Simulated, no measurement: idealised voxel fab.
process module | voxel wiring stack
cross-section cut | 220 nm wide | cells 5 nm
A cross-section is a grid of square cells, given in bands from the top down. A band is one or more rows of cells.
Each band's line starts with the height of the band's top and of its bottom, in nm. Then come its materials from left to right, each with its width in nm. One material with "throughout" fills the band from edge to edge. "air" is empty space.
Height 0 is the level under which the wafer as received is all one material. The lowest band goes on downwards, as in "0 down".
A width such as "30 to 40" changes by the same amount from each row of cells to the next, from the band's top row to its bottom row.
"no change" after a step means that no cell of the cross-section changed.
closed voids: empty space of 8 cells or more with no open way to the top, each as width x height at its distance from the left edge, in nm
after a step's settings: what the simulator itself notes on the step
overlay nm, on a step with a mask: how far to the right of its planned place the mask lay; to the left if negative
Each pair below shows a cross-section before one step and the cross-section after it, down to the lowest band that changed. The line under each pair gives the step between them, with its settings. The pairs can come from different runs of this module on the same starting wafer, so a pair continues from the pair above only where its "before" says so.
before
  0 down: Si throughout
  closed voids: none
after
  15 to 0: SiO2 throughout
  below 0: unchanged
  closed voids: none
the step between: op CONFORMAL_DEP | material SiO2 | thk nm 15
before: the cross-section after the pair above
after
  20 to 15: SiN throughout
  below 15: unchanged
  closed voids: none
the step between: op CONFORMAL_DEP | material SiN | thk nm 5
before: the cross-section after the pair above
after
  45 to 20: SiO2 throughout
  below 20: unchanged
  closed voids: none
the step between: op DIRECTIONAL_DEP | material SiO2 | thk nm 25
before: the cross-section after the pair above
after
  60 to 45: aC throughout
  below 45: unchanged
  closed voids: none
the step between: op DIRECTIONAL_DEP | material aC | thk nm 15
before: the cross-section after the pair above
after
  95 to 60: resist 30 | air 20 | resist 25 | air 20 | resist 25 | air 20 | resist 25 | air 20 | resist 35
  below 60: unchanged
  closed voids: none
the step between: op PATTERN | tone open | mask id METAL_1 | material resist | width nm 20 | pitch nm 45 | thk nm 35 | overlay nm 0
before: the cross-section after the pair above
after
  80 to 60: resist 30 | air 20 | resist 25 | air 20 | resist 25 | air 20 | resist 25 | air 20 | resist 35
  60 to 45: aC 30 | air 20 | aC 25 | air 20 | aC 25 | air 20 | aC 25 | air 20 | aC 35
  below 45: unchanged
  closed voids: none
the step between: op DIRECTIONAL_ETCH | etch materials aC | depth nm 15
before: the cross-section after the pair above
after
  60 to 45: aC 30 | air 20 | aC 25 | air 20 | aC 25 | air 20 | aC 25 | air 20 | aC 35
  below 45: unchanged
  closed voids: none
the step between: op STRIP | etch materials resist
before: the cross-section after the pair above
after
  60 to 45: aC 30 | air 20 | aC 25 | air 20 | aC 25 | air 20 | aC 25 | air 20 | aC 35
  45 to 20: SiO2 30 | air 20 | SiO2 25 | air 20 | SiO2 25 | air 20 | SiO2 25 | air 20 | SiO2 35
  below 20: unchanged
  closed voids: none
the step between: op DIRECTIONAL_ETCH | etch materials SiO2 | depth nm 25
before: the cross-section after the pair above
after
  60 to 45: aC 30 | air 20 | aC 25 | air 20 | aC 25 | air 20 | aC 25 | air 20 | aC 35
  45 to 20: SiO2 30 | air 20 | SiO2 25 | air 20 | SiO2 25 | air 20 | SiO2 25 | air 20 | SiO2 35
  20 to 15: SiN 30 | air 20 | SiN 25 | air 20 | SiN 25 | air 20 | SiN 25 | air 20 | SiN 35
  below 15: unchanged
  closed voids: none
the step between: op DIRECTIONAL_ETCH | etch materials SiN | depth nm 5
before: the cross-section after the pair above
after
  45 to 20: SiO2 30 | air 20 | SiO2 25 | air 20 | SiO2 25 | air 20 | SiO2 25 | air 20 | SiO2 35
  below 20: unchanged
  closed voids: none
the step between: op STRIP | etch materials aC
before: the cross-section after the pair above
after
  50 to 45: TiN 35 | air 10 | TiN 35 | air 10 | TiN 35 | air 10 | TiN 35 | air 10 | TiN 40
  45 to 20: SiO2 30 | TiN 5 | air 10 | TiN 5 | SiO2 25 | TiN 5 | air 10 | TiN 5 | SiO2 25 | TiN 5 | air 10 | TiN 5 | SiO2 25 | TiN 5 | air 10 | TiN 5 | SiO2 35
  20 to 15: SiN 30 | TiN 20 | SiN 25 | TiN 20 | SiN 25 | TiN 20 | SiN 25 | TiN 20 | SiN 35
  below 15: unchanged
  closed voids: none
the step between: op CONFORMAL_DEP | material TiN | thk nm 5
before: the cross-section after the pair above
after
  60 to 50: Ru throughout
  50 to 45: TiN 35 | Ru 10 | TiN 35 | Ru 10 | TiN 35 | Ru 10 | TiN 35 | Ru 10 | TiN 40
  45 to 20: SiO2 30 | TiN 5 | Ru 10 | TiN 5 | SiO2 25 | TiN 5 | Ru 10 | TiN 5 | SiO2 25 | TiN 5 | Ru 10 | TiN 5 | SiO2 25 | TiN 5 | Ru 10 | TiN 5 | SiO2 35
  below 20: unchanged
  closed voids: none
the step between: op FILL_DEP | material Ru | thk nm 10
before: the cross-section after the pair above
after
  45 to 20: SiO2 30 | TiN 5 | Ru 10 | TiN 5 | SiO2 25 | TiN 5 | Ru 10 | TiN 5 | SiO2 25 | TiN 5 | Ru 10 | TiN 5 | SiO2 25 | TiN 5 | Ru 10 | TiN 5 | SiO2 35
  below 20: unchanged
  closed voids: none
the step between: op CMP | height nm 45
before: the cross-section after the pair above
after
  50 to 45: air 25 | Ru 30 | air 15 | Ru 30 | air 15 | Ru 30 | air 15 | Ru 30 | air 30
  below 45: unchanged
  closed voids: none
the step between: op EPI | material Ru | thk nm 5
before: the cross-section after the pair above
after
  55 to 50: SiCN throughout
  50 to 45: SiCN 25 | Ru 30 | SiCN 15 | Ru 30 | SiCN 15 | Ru 30 | SiCN 15 | Ru 30 | SiCN 30
  below 45: unchanged
  closed voids: none
the step between: op FILL_DEP | material SiCN | thk nm 5
before: the cross-section after the pair above
after
  65 to 55: lowk throughout
  below 55: unchanged
  closed voids: none
the step between: op DIRECTIONAL_DEP | material lowk | thk nm 10
before: the cross-section after the pair above
after
  80 to 65: resist 30 | air 15 | resist 75 | air 15 | resist 85
  below 65: unchanged
  closed voids: none
the step between: op PATTERN | tone open | mask id PLUG_1 | material resist | width nm 15 | pitch nm 90 | thk nm 15 | overlay nm 0
before: the cross-section after the pair above
after
  80 to 65: resist 30 | air 15 | resist 75 | air 15 | resist 85
  65 to 55: lowk 30 | air 15 | lowk 75 | air 15 | lowk 85
  below 55: unchanged
  closed voids: none
the step between: op DIRECTIONAL_ETCH | etch materials lowk | depth nm 10
before: the cross-section after the pair above
after
  80 to 65: resist 30 | air 15 | resist 75 | air 15 | resist 85
  65 to 55: lowk 30 | air 15 | lowk 75 | air 15 | lowk 85
  55 to 50: SiCN 30 | air 15 | SiCN 75 | air 15 | SiCN 85
  below 50: unchanged
  closed voids: none
the step between: op DIRECTIONAL_ETCH | etch materials SiCN | depth nm 5
before: the cross-section after the pair above
after
  65 to 55: lowk 30 | air 15 | lowk 75 | air 15 | lowk 85
  below 55: unchanged
  closed voids: none
the step between: op STRIP | etch materials resist
before: the cross-section after the pair above
after
  65 to 60: lowk 30 | air 15 | lowk 75 | air 15 | lowk 85
  60 to 55: lowk 30 | Ru 15 | lowk 75 | Ru 15 | lowk 85
  55 to 50: SiCN 30 | Ru 15 | SiCN 75 | Ru 15 | SiCN 85
  below 50: unchanged
  closed voids: none
the step between: op EPI | material Ru | thk nm 10
before: the cross-section after the pair above
after
  65 to 55: lowk 30 | Ru 15 | lowk 75 | Ru 15 | lowk 85
  below 55: unchanged
  closed voids: none
the step between: op EPI | material Ru | thk nm 5
before: the cross-section after the pair above
after
  70 to 65: TiN throughout
  below 65: unchanged
  closed voids: none
the step between: op DIRECTIONAL_DEP | material TiN | thk nm 5
before: the cross-section after the pair above
after
  90 to 70: Ru throughout
  below 70: unchanged
  closed voids: none
the step between: op DIRECTIONAL_DEP | material Ru | thk nm 20
before: the cross-section after the pair above
after
  100 to 90: aC throughout
  below 90: unchanged
  closed voids: none
the step between: op DIRECTIONAL_DEP | material aC | thk nm 10
before: the cross-section after the pair above
after
  130 to 100: air 30 | resist 20 | air 25 | resist 20 | air 25 | resist 20 | air 25 | resist 20 | air 35
  below 100: unchanged
  closed voids: none
the step between: op PATTERN | tone cover | mask id METAL_2 | material resist | width nm 20 | pitch nm 45 | thk nm 30 | overlay nm 0
before: the cross-section after the pair above
after
  120 to 100: air 30 | resist 20 | air 25 | resist 20 | air 25 | resist 20 | air 25 | resist 20 | air 35
  100 to 90: air 30 | aC 20 | air 25 | aC 20 | air 25 | aC 20 | air 25 | aC 20 | air 35
  below 90: unchanged
  closed voids: none
the step between: op DIRECTIONAL_ETCH | etch materials aC | depth nm 10
before: the cross-section after the pair above
after
  100 to 90: air 30 | aC 20 | air 25 | aC 20 | air 25 | aC 20 | air 25 | aC 20 | air 35
  below 90: unchanged
  closed voids: none
the step between: op STRIP | etch materials resist
before: the cross-section after the pair above
after
  100 to 90: air 30 | aC 20 | air 25 | aC 20 | air 25 | aC 20 | air 25 | aC 20 | air 35
  90 to 70: air 30 | Ru 20 | air 25 | Ru 20 | air 25 | Ru 20 | air 25 | Ru 20 | air 35
  below 70: unchanged
  closed voids: none
the step between: op DIRECTIONAL_ETCH | etch materials Ru | depth nm 20
before: the cross-section after the pair above
after
  100 to 90: air 30 | aC 20 | air 25 | aC 20 | air 25 | aC 20 | air 25 | aC 20 | air 35
  90 to 70: air 30 | Ru 20 | air 25 | Ru 20 | air 25 | Ru 20 | air 25 | Ru 20 | air 35
  70 to 65: air 30 | TiN 20 | air 25 | TiN 20 | air 25 | TiN 20 | air 25 | TiN 20 | air 35
  below 65: unchanged
  closed voids: none
the step between: op DIRECTIONAL_ETCH | etch materials TiN | depth nm 5
before: the cross-section after the pair above
after
  90 to 70: air 30 | Ru 20 | air 25 | Ru 20 | air 25 | Ru 20 | air 25 | Ru 20 | air 35
  below 70: unchanged
  closed voids: none
the step between: op STRIP | etch materials aC
before: the cross-section after the pair above
after
  95 to 90: air 25 | SiN 30 | air 15 | SiN 30 | air 15 | SiN 30 | air 15 | SiN 30 | air 30
  90 to 70: air 25 | SiN 5 | Ru 20 | SiN 5 | air 15 | SiN 5 | Ru 20 | SiN 5 | air 15 | SiN 5 | Ru 20 | SiN 5 | air 15 | SiN 5 | Ru 20 | SiN 5 | air 30
  70 to 65: SiN 30 | TiN 20 | SiN 25 | TiN 20 | SiN 25 | TiN 20 | SiN 25 | TiN 20 | SiN 35
  below 65: unchanged
  closed voids: none
the step between: op CONFORMAL_DEP | material SiN | thk nm 5
before: the cross-section after the pair above
after
  105 to 95: lowk throughout
  95 to 90: lowk 25 | SiN 30 | lowk 15 | SiN 30 | lowk 15 | SiN 30 | lowk 15 | SiN 30 | lowk 30
  90 to 70: lowk 25 | SiN 5 | Ru 20 | SiN 5 | lowk 15 | SiN 5 | Ru 20 | SiN 5 | lowk 15 | SiN 5 | Ru 20 | SiN 5 | lowk 15 | SiN 5 | Ru 20 | SiN 5 | lowk 30
  below 70: unchanged
  closed voids: none
the step between: op FILL_DEP | material lowk | thk nm 10
before: the cross-section after the pair above
after
  90 to 70: lowk 25 | SiN 5 | Ru 20 | SiN 5 | lowk 15 | SiN 5 | Ru 20 | SiN 5 | lowk 15 | SiN 5 | Ru 20 | SiN 5 | lowk 15 | SiN 5 | Ru 20 | SiN 5 | lowk 30
  below 70: unchanged
  closed voids: none
the step between: op CMP | height nm 90
before: the cross-section after the pair above
after
  95 to 90: SiCN throughout
  below 90: unchanged
  closed voids: none
the step between: op CONFORMAL_DEP | material SiCN | thk nm 5
before: the cross-section after the pair above
after
  105 to 95: SiO2 throughout
  below 95: unchanged
  closed voids: none
the step between: op DIRECTIONAL_DEP | material SiO2 | thk nm 10
before: the cross-section after the pair above
after
  125 to 105: resist 30 | air 15 | resist 75 | air 15 | resist 85
  below 105: unchanged
  closed voids: none
the step between: op PATTERN | tone open | mask id PLUG_2 | material resist | width nm 15 | pitch nm 90 | thk nm 20 | overlay nm 0
before: the cross-section after the pair above
after
  125 to 105: resist 30 | air 15 | resist 75 | air 15 | resist 85
  105 to 95: SiO2 30 | air 15 | SiO2 75 | air 15 | SiO2 85
  below 95: unchanged
  closed voids: none
the step between: op DIRECTIONAL_ETCH | etch materials SiO2 | depth nm 10
before: the cross-section after the pair above
after
  125 to 105: resist 30 | air 15 | resist 75 | air 15 | resist 85
  105 to 95: SiO2 30 | air 15 | SiO2 75 | air 15 | SiO2 85
  95 to 90: SiCN 30 | air 15 | SiCN 75 | air 15 | SiCN 85
  below 90: unchanged
  closed voids: none
the step between: op DIRECTIONAL_ETCH | etch materials SiCN | depth nm 5
before: the cross-section after the pair above
after
  105 to 95: SiO2 30 | air 15 | SiO2 75 | air 15 | SiO2 85
  below 95: unchanged
  closed voids: none
the step between: op STRIP | etch materials resist
before: the cross-section after the pair above
after
  105 to 100: SiO2 30 | air 15 | SiO2 75 | air 15 | SiO2 85
  100 to 95: SiO2 30 | Ru 15 | SiO2 75 | Ru 15 | SiO2 85
  95 to 90: SiCN 30 | Ru 15 | SiCN 75 | Ru 15 | SiCN 85
  below 90: unchanged
  closed voids: none
the step between: op EPI | material Ru | thk nm 10
before: the cross-section after the pair above
after
  105 to 95: SiO2 30 | Ru 15 | SiO2 75 | Ru 15 | SiO2 85
  below 95: unchanged
  closed voids: none
the step between: op EPI | material Ru | thk nm 5
before: the cross-section after the pair above
after
  110 to 105: SiCN throughout
  below 105: unchanged
  closed voids: none
the step between: op CONFORMAL_DEP | material SiCN | thk nm 5
before: the cross-section after the pair above
after
  135 to 110: lowk throughout
  below 110: unchanged
  closed voids: none
the step between: op DIRECTIONAL_DEP | material lowk | thk nm 25
before: the cross-section after the pair above
after
  135 to 110: lowk 30 | air 20 | lowk 25 | air 20 | lowk 25 | air 20 | lowk 25 | air 20 | lowk 35
  below 110: unchanged
  closed voids: none
the step between: op MASKED_ETCH | tone open | mask id METAL_3 | width nm 20 | pitch nm 45 | etch materials lowk | depth nm 25 | overlay nm 0
before: the cross-section after the pair above
after
  135 to 110: lowk 30 | air 20 | lowk 25 | air 20 | lowk 25 | air 20 | lowk 25 | air 20 | lowk 35
  110 to 105: SiCN 30 | air 20 | SiCN 25 | air 20 | SiCN 25 | air 20 | SiCN 25 | air 20 | SiCN 35
  below 105: unchanged
  closed voids: none
the step between: op MASKED_ETCH | tone open | mask id METAL_3 | width nm 20 | pitch nm 45 | etch materials SiCN | depth nm 5 | overlay nm 0
before: the cross-section after the pair above
after
  140 to 135: TiN 35 | air 10 | TiN 35 | air 10 | TiN 35 | air 10 | TiN 35 | air 10 | TiN 40
  135 to 110: lowk 30 | TiN 5 | air 10 | TiN 5 | lowk 25 | TiN 5 | air 10 | TiN 5 | lowk 25 | TiN 5 | air 10 | TiN 5 | lowk 25 | TiN 5 | air 10 | TiN 5 | lowk 35
  110 to 105: SiCN 30 | TiN 20 | SiCN 25 | TiN 20 | SiCN 25 | TiN 20 | SiCN 25 | TiN 20 | SiCN 35
  below 105: unchanged
  closed voids: none
the step between: op CONFORMAL_DEP | material TiN | thk nm 5
before: the cross-section after the pair above
after
  145 to 140: Ru throughout
  140 to 135: TiN 35 | Ru 10 | TiN 35 | Ru 10 | TiN 35 | Ru 10 | TiN 35 | Ru 10 | TiN 40
  135 to 110: lowk 30 | TiN 5 | Ru 10 | TiN 5 | lowk 25 | TiN 5 | Ru 10 | TiN 5 | lowk 25 | TiN 5 | Ru 10 | TiN 5 | lowk 25 | TiN 5 | Ru 10 | TiN 5 | lowk 35
  below 110: unchanged
  closed voids: none
the step between: op FILL_DEP | material Ru | thk nm 5
before: the cross-section after the pair above
after
  135 to 110: lowk 30 | TiN 5 | Ru 10 | TiN 5 | lowk 25 | TiN 5 | Ru 10 | TiN 5 | lowk 25 | TiN 5 | Ru 10 | TiN 5 | lowk 25 | TiN 5 | Ru 10 | TiN 5 | lowk 35
  below 110: unchanged
  closed voids: none
the step between: op CMP | height nm 135
before: the cross-section after the pair above
after
  140 to 135: SiCN throughout
  below 135: unchanged
  closed voids: none
the step between: op CONFORMAL_DEP | material SiCN | thk nm 5
before
  65 to 55: lowk throughout
  55 to 50: SiCN throughout
  50 to 45: SiCN 25 | Ru 30 | SiCN 15 | Ru 30 | SiCN 15 | Ru 30 | SiCN 15 | Ru 30 | SiCN 30
  45 to 20: SiO2 30 | TiN 5 | Ru 10 | TiN 5 | SiO2 25 | TiN 5 | Ru 10 | TiN 5 | SiO2 25 | TiN 5 | Ru 10 | TiN 5 | SiO2 25 | TiN 5 | Ru 10 | TiN 5 | SiO2 35
  20 to 15: SiN 30 | TiN 20 | SiN 25 | TiN 20 | SiN 25 | TiN 20 | SiN 25 | TiN 20 | SiN 35
  15 to 0: SiO2 throughout
  0 down: Si throughout
  closed voids: none
after
  55 to 50: SiCN throughout
  below 50: unchanged
  closed voids: none
the step between: op DIRECTIONAL_ETCH | etch materials lowk | depth nm 10
before: the cross-section after the pair above
after
  50 to 45: SiCN 25 | Ru 30 | SiCN 15 | Ru 30 | SiCN 15 | Ru 30 | SiCN 15 | Ru 30 | SiCN 30
  below 45: unchanged
  closed voids: none
the step between: op DIRECTIONAL_ETCH | etch materials SiCN | depth nm 5
before: the cross-section after the pair above
after
  60 to 50: air 15 | Ru 185 | air 20
  below 50: unchanged
  closed voids: none
the step between: op EPI | material Ru | thk nm 10
before: the cross-section after the pair above
after
  65 to 50: air 10 | Ru 195 | air 15
  below 50: unchanged
  closed voids: none
the step between: op EPI | material Ru | thk nm 5
before: the cross-section after the pair above
after
  70 to 65: air 10 | TiN 195 | air 15
  65 to 55: air 10 | Ru 195 | air 15
  55 to 50: TiN 10 | Ru 195 | TiN 15
  below 50: unchanged
  closed voids: none
the step between: op DIRECTIONAL_DEP | material TiN | thk nm 5
before: the cross-section after the pair above
after
  90 to 75: air 10 | Ru 195 | air 15
  75 to 70: Ru throughout
  70 to 65: Ru 10 | TiN 195 | Ru 15
  65 to 55: Ru throughout
  below 55: unchanged
  closed voids: none
the step between: op DIRECTIONAL_DEP | material Ru | thk nm 20
before: the cross-section after the pair above
after
  100 to 90: air 10 | aC 195 | air 15
  90 to 85: air 10 | Ru 195 | air 15
  85 to 75: aC 10 | Ru 195 | aC 15
  below 75: unchanged
  closed voids: none
the step between: op DIRECTIONAL_DEP | material aC | thk nm 10
before: the cross-section after the pair above
after
  130 to 100: air 30 | resist 20 | air 25 | resist 20 | air 25 | resist 20 | air 25 | resist 20 | air 35
  below 100: unchanged
  closed voids: none
the step between: op PATTERN | tone cover | mask id METAL_2 | material resist | width nm 20 | pitch nm 45 | thk nm 30 | overlay nm 0
before: the cross-section after the pair above
after
  120 to 100: air 30 | resist 20 | air 25 | resist 20 | air 25 | resist 20 | air 25 | resist 20 | air 35
  100 to 90: air 30 | aC 20 | air 25 | aC 20 | air 25 | aC 20 | air 25 | aC 20 | air 35
  90 to 75: air 10 | Ru 195 | air 15
  below 75: unchanged
  closed voids: none
the step between: op DIRECTIONAL_ETCH | etch materials aC | depth nm 10
before: the cross-section after the pair above
after
  100 to 90: air 30 | aC 20 | air 25 | aC 20 | air 25 | aC 20 | air 25 | aC 20 | air 35
  below 90: unchanged
  closed voids: none
the step between: op STRIP | etch materials resist
before: the cross-section after the pair above
after
  100 to 90: air 30 | aC 20 | air 25 | aC 20 | air 25 | aC 20 | air 25 | aC 20 | air 35
  90 to 70: air 30 | Ru 20 | air 25 | Ru 20 | air 25 | Ru 20 | air 25 | Ru 20 | air 35
  70 to 65: air 10 | TiN 195 | air 15
  65 to 55: air 10 | Ru 195 | air 15
  below 55: unchanged
  closed voids: none
the step between: op DIRECTIONAL_ETCH | etch materials Ru | depth nm 20
before: the cross-section after the pair above
after
  100 to 90: air 30 | aC 20 | air 25 | aC 20 | air 25 | aC 20 | air 25 | aC 20 | air 35
  90 to 70: air 30 | Ru 20 | air 25 | Ru 20 | air 25 | Ru 20 | air 25 | Ru 20 | air 35
  70 to 65: air 30 | TiN 20 | air 25 | TiN 20 | air 25 | TiN 20 | air 25 | TiN 20 | air 35
  65 to 50: air 10 | Ru 195 | air 15
  below 50: unchanged
  closed voids: none
the step between: op DIRECTIONAL_ETCH | etch materials TiN | depth nm 5
before: the cross-section after the pair above
after
  90 to 70: air 30 | Ru 20 | air 25 | Ru 20 | air 25 | Ru 20 | air 25 | Ru 20 | air 35
  below 70: unchanged
  closed voids: none
the step between: op STRIP | etch materials aC
before: the cross-section after the pair above
after
  95 to 90: air 25 | SiN 30 | air 15 | SiN 30 | air 15 | SiN 30 | air 15 | SiN 30 | air 30
  90 to 70: air 25 | SiN 5 | Ru 20 | SiN 5 | air 15 | SiN 5 | Ru 20 | SiN 5 | air 15 | SiN 5 | Ru 20 | SiN 5 | air 15 | SiN 5 | Ru 20 | SiN 5 | air 30
  70 to 65: air 5 | SiN 25 | TiN 20 | SiN 25 | TiN 20 | SiN 25 | TiN 20 | SiN 25 | TiN 20 | SiN 25 | air 10
  65 to 55: air 5 | SiN 5 | Ru 195 | SiN 5 | air 10
  55 to 50: SiN 10 | Ru 195 | SiN 15
  below 50: unchanged
  closed voids: none
the step between: op CONFORMAL_DEP | material SiN | thk nm 5
before: the cross-section after the pair above
after
  105 to 95: lowk throughout
  95 to 90: lowk 25 | SiN 30 | lowk 15 | SiN 30 | lowk 15 | SiN 30 | lowk 15 | SiN 30 | lowk 30
  90 to 70: lowk 25 | SiN 5 | Ru 20 | SiN 5 | lowk 15 | SiN 5 | Ru 20 | SiN 5 | lowk 15 | SiN 5 | Ru 20 | SiN 5 | lowk 15 | SiN 5 | Ru 20 | SiN 5 | lowk 30
  70 to 65: lowk 5 | SiN 25 | TiN 20 | SiN 25 | TiN 20 | SiN 25 | TiN 20 | SiN 25 | TiN 20 | SiN 25 | lowk 10
  65 to 55: lowk 5 | SiN 5 | Ru 195 | SiN 5 | lowk 10
  below 55: unchanged
  closed voids: none
the step between: op FILL_DEP | material lowk | thk nm 10
before: the cross-section after the pair above
after
  90 to 70: lowk 25 | SiN 5 | Ru 20 | SiN 5 | lowk 15 | SiN 5 | Ru 20 | SiN 5 | lowk 15 | SiN 5 | Ru 20 | SiN 5 | lowk 15 | SiN 5 | Ru 20 | SiN 5 | lowk 30
  below 70: unchanged
  closed voids: none
the step between: op CMP | height nm 90
before: the cross-section after the pair above
after
  95 to 90: SiCN throughout
  below 90: unchanged
  closed voids: none
the step between: op CONFORMAL_DEP | material SiCN | thk nm 5
before: the cross-section after the pair above
after
  105 to 95: SiO2 throughout
  below 95: unchanged
  closed voids: none
the step between: op DIRECTIONAL_DEP | material SiO2 | thk nm 10
before: the cross-section after the pair above
after
  125 to 105: resist 30 | air 15 | resist 75 | air 15 | resist 85
  below 105: unchanged
  closed voids: none
the step between: op PATTERN | tone open | mask id PLUG_2 | material resist | width nm 15 | pitch nm 90 | thk nm 20 | overlay nm 0
before: the cross-section after the pair above
after
  125 to 105: resist 30 | air 15 | resist 75 | air 15 | resist 85
  105 to 95: SiO2 30 | air 15 | SiO2 75 | air 15 | SiO2 85
  below 95: unchanged
  closed voids: none
the step between: op DIRECTIONAL_ETCH | etch materials SiO2 | depth nm 10
before: the cross-section after the pair above
after
  125 to 105: resist 30 | air 15 | resist 75 | air 15 | resist 85
  105 to 95: SiO2 30 | air 15 | SiO2 75 | air 15 | SiO2 85
  95 to 90: SiCN 30 | air 15 | SiCN 75 | air 15 | SiCN 85
  below 90: unchanged
  closed voids: none
the step between: op DIRECTIONAL_ETCH | etch materials SiCN | depth nm 5
before: the cross-section after the pair above
after
  105 to 95: SiO2 30 | air 15 | SiO2 75 | air 15 | SiO2 85
  below 95: unchanged
  closed voids: none
the step between: op STRIP | etch materials resist
before: the cross-section after the pair above
after
  105 to 100: SiO2 30 | air 15 | SiO2 75 | air 15 | SiO2 85
  100 to 95: SiO2 30 | Ru 15 | SiO2 75 | Ru 15 | SiO2 85
  95 to 90: SiCN 30 | Ru 15 | SiCN 75 | Ru 15 | SiCN 85
  below 90: unchanged
  closed voids: none
the step between: op EPI | material Ru | thk nm 10
before: the cross-section after the pair above
after
  105 to 95: SiO2 30 | Ru 15 | SiO2 75 | Ru 15 | SiO2 85
  below 95: unchanged
  closed voids: none
the step between: op EPI | material Ru | thk nm 5
before: the cross-section after the pair above
after
  110 to 105: SiCN throughout
  below 105: unchanged
  closed voids: none
the step between: op CONFORMAL_DEP | material SiCN | thk nm 5
before: the cross-section after the pair above
after
  135 to 110: lowk throughout
  below 110: unchanged
  closed voids: none
the step between: op DIRECTIONAL_DEP | material lowk | thk nm 25
before: the cross-section after the pair above
after
  135 to 110: lowk 30 | air 20 | lowk 25 | air 20 | lowk 25 | air 20 | lowk 25 | air 20 | lowk 35
  below 110: unchanged
  closed voids: none
the step between: op MASKED_ETCH | tone open | mask id METAL_3 | width nm 20 | pitch nm 45 | etch materials lowk | depth nm 25 | overlay nm 0
before: the cross-section after the pair above
after
  135 to 110: lowk 30 | air 20 | lowk 25 | air 20 | lowk 25 | air 20 | lowk 25 | air 20 | lowk 35
  110 to 105: SiCN 30 | air 20 | SiCN 25 | air 20 | SiCN 25 | air 20 | SiCN 25 | air 20 | SiCN 35
  below 105: unchanged
  closed voids: none
the step between: op MASKED_ETCH | tone open | mask id METAL_3 | width nm 20 | pitch nm 45 | etch materials SiCN | depth nm 5 | overlay nm 0
before: the cross-section after the pair above
after
  140 to 135: TiN 35 | air 10 | TiN 35 | air 10 | TiN 35 | air 10 | TiN 35 | air 10 | TiN 40
  135 to 110: lowk 30 | TiN 5 | air 10 | TiN 5 | lowk 25 | TiN 5 | air 10 | TiN 5 | lowk 25 | TiN 5 | air 10 | TiN 5 | lowk 25 | TiN 5 | air 10 | TiN 5 | lowk 35
  110 to 105: SiCN 30 | TiN 20 | SiCN 25 | TiN 20 | SiCN 25 | TiN 20 | SiCN 25 | TiN 20 | SiCN 35
  below 105: unchanged
  closed voids: none
the step between: op CONFORMAL_DEP | material TiN | thk nm 5
before: the cross-section after the pair above
after
  145 to 140: Ru throughout
  140 to 135: TiN 35 | Ru 10 | TiN 35 | Ru 10 | TiN 35 | Ru 10 | TiN 35 | Ru 10 | TiN 40
  135 to 110: lowk 30 | TiN 5 | Ru 10 | TiN 5 | lowk 25 | TiN 5 | Ru 10 | TiN 5 | lowk 25 | TiN 5 | Ru 10 | TiN 5 | lowk 25 | TiN 5 | Ru 10 | TiN 5 | lowk 35
  below 110: unchanged
  closed voids: none
the step between: op FILL_DEP | material Ru | thk nm 5
before: the cross-section after the pair above
after
  135 to 110: lowk 30 | TiN 5 | Ru 10 | TiN 5 | lowk 25 | TiN 5 | Ru 10 | TiN 5 | lowk 25 | TiN 5 | Ru 10 | TiN 5 | lowk 25 | TiN 5 | Ru 10 | TiN 5 | lowk 35
  below 110: unchanged
  closed voids: none
the step between: op CMP | height nm 135
before: the cross-section after the pair above
after
  140 to 135: SiCN throughout
  below 135: unchanged
  closed voids: none
the step between: op CONFORMAL_DEP | material SiCN | thk nm 5
before
  105 to 100: SiO2 30 | air 15 | SiO2 75 | air 15 | SiO2 85
  100 to 95: SiO2 30 | Ru 15 | SiO2 75 | Ru 15 | SiO2 85
  95 to 90: SiCN 30 | Ru 15 | SiCN 75 | Ru 15 | SiCN 85
  90 to 70: lowk 25 | SiN 5 | Ru 20 | SiN 5 | lowk 15 | SiN 5 | Ru 20 | SiN 5 | lowk 15 | SiN 5 | Ru 20 | SiN 5 | lowk 15 | SiN 5 | Ru 20 | SiN 5 | lowk 30
  70 to 65: SiN 30 | TiN 20 | SiN 25 | TiN 20 | SiN 25 | TiN 20 | SiN 25 | TiN 20 | SiN 35
  65 to 55: lowk 30 | Ru 15 | lowk 75 | Ru 15 | lowk 85
  55 to 50: SiCN 30 | Ru 15 | SiCN 75 | Ru 15 | SiCN 85
  50 to 45: SiCN 25 | Ru 30 | SiCN 15 | Ru 30 | SiCN 15 | Ru 30 | SiCN 15 | Ru 30 | SiCN 30
  45 to 20: SiO2 30 | TiN 5 | Ru 10 | TiN 5 | SiO2 25 | TiN 5 | Ru 10 | TiN 5 | SiO2 25 | TiN 5 | Ru 10 | TiN 5 | SiO2 25 | TiN 5 | Ru 10 | TiN 5 | SiO2 35
  20 to 15: SiN 30 | TiN 20 | SiN 25 | TiN 20 | SiN 25 | TiN 20 | SiN 25 | TiN 20 | SiN 35
  15 to 0: SiO2 throughout
  0 down: Si throughout
  closed voids: none
after
  110 to 105: air 25 | Ru 25 | air 65 | Ru 25 | air 80
  105 to 95: SiO2 30 | Ru 15 | SiO2 75 | Ru 15 | SiO2 85
  below 95: unchanged
  closed voids: none
the step between: op EPI | material Ru | thk nm 10
before: the cross-section after the pair above
after
  115 to 105: air 20 | Ru 35 | air 55 | Ru 35 | air 75
  below 105: unchanged
  closed voids: none
the step between: op EPI | material Ru | thk nm 5
before: the cross-section after the pair above
after
  120 to 115: air 15 | SiCN 45 | air 45 | SiCN 45 | air 70
  115 to 110: air 15 | SiCN 5 | Ru 35 | SiCN 5 | air 45 | SiCN 5 | Ru 35 | SiCN 5 | air 70
  110 to 105: SiCN 20 | Ru 35 | SiCN 55 | Ru 35 | SiCN 75
  below 105: unchanged
  closed voids: none
the step between: op CONFORMAL_DEP | material SiCN | thk nm 5
before: the cross-section after the pair above
after
  145 to 135: air 15 | lowk 45 | air 45 | lowk 45 | air 70
  135 to 120: lowk throughout
  120 to 115: lowk 15 | SiCN 45 | lowk 45 | SiCN 45 | lowk 70
  115 to 110: lowk 15 | SiCN 5 | Ru 35 | SiCN 5 | lowk 45 | SiCN 5 | Ru 35 | SiCN 5 | lowk 70
  below 110: unchanged
  closed voids: none
the step between: op DIRECTIONAL_DEP | material lowk | thk nm 25
before: the cross-section after the pair above
after
  145 to 135: air 15 | lowk 15 | air 20 | lowk 10 | air 45 | lowk 15 | air 20 | lowk 10 | air 70
  135 to 120: lowk 30 | air 20 | lowk 25 | air 20 | lowk 25 | air 20 | lowk 25 | air 20 | lowk 35
  120 to 115: lowk 15 | SiCN 45 | lowk 15 | air 20 | lowk 10 | SiCN 45 | lowk 15 | air 20 | lowk 35
  115 to 110: lowk 15 | SiCN 5 | Ru 35 | SiCN 5 | lowk 15 | air 20 | lowk 10 | SiCN 5 | Ru 35 | SiCN 5 | lowk 15 | air 20 | lowk 35
  below 110: unchanged
  closed voids: none
the step between: op MASKED_ETCH | tone open | mask id METAL_3 | width nm 20 | pitch nm 45 | etch materials lowk | depth nm 25 | overlay nm 0
